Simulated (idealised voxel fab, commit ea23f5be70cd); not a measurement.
process module | voxel plated lines
cross-section cut | 300 nm wide | cells 5 nm
A cross-section is a grid of square cells, given in bands from the top down. A band is one or more rows of cells.
Each band's line starts with the height of the band's top and of its bottom, in nm. Then come its materials from left to right, each with its width in nm. One material with "throughout" fills the band from edge to edge. "air" is empty space.
Height 0 is the level under which the wafer as received is all one material. The lowest band goes on downwards, as in "0 down".
A width such as "30 to 40" changes by the same amount from each row of cells to the next, from the band's top row to its bottom row.
"no change" after a step means that no cell of the cross-section changed.
closed voids: empty space of 8 cells or more with no open way to the top, each as width x height at its distance from the left edge, in nm
after a step's settings: what the simulator itself notes on the step
overlay nm, on a step with a mask: how far to the right of its planned place the mask lay; to the left if negative
plan
1 op RECEIVE | material Si
2 op CONFORMAL_DEP | material Al2O3 | thk nm 5
3 op DIRECTIONAL_DEP | material TiN | thk nm 5
4 op PATTERN | tone open | mask id LINES | material resist | width nm 20 | pitch nm 35 | thk nm 25 | overlay nm 0
5 op EPI | material Ru | thk nm 10
6 op EPI | material Ru | thk nm 10
7 op STRIP | etch materials resist
8 op DIRECTIONAL_ETCH | etch materials TiN | depth nm 5
9 op CONFORMAL_DEP | material SiN | thk nm 5
as received, after step 1
  0 down: Si throughout
  closed voids: none
a wafer at the end: this start, this plan, one mistake
  35 to 30: air 85 | SiN 25 | air 10 | SiN 25 | air 10 | SiN 25 | air 10 | SiN 25 | air 85
  30 to 10: air 85 | SiN 5 | Ru 15 | SiN 5 | air 10 | SiN 5 | Ru 15 | SiN 5 | air 10 | SiN 5 | Ru 15 | SiN 5 | air 10 | SiN 5 | Ru 15 | SiN 5 | air 85
  10 to 5: SiN 90 | TiN 15 | SiN 20 | TiN 15 | SiN 20 | TiN 15 | SiN 20 | TiN 15 | SiN 90
  5 to 0: Al2O3 throughout
  0 down: Si throughout
  closed voids: none
what went wrong: step 4 ran as: op PATTERN | tone open | mask id LINES | material resist | width nm 15 | pitch nm 35 | thk nm 25 | overlay nm 0
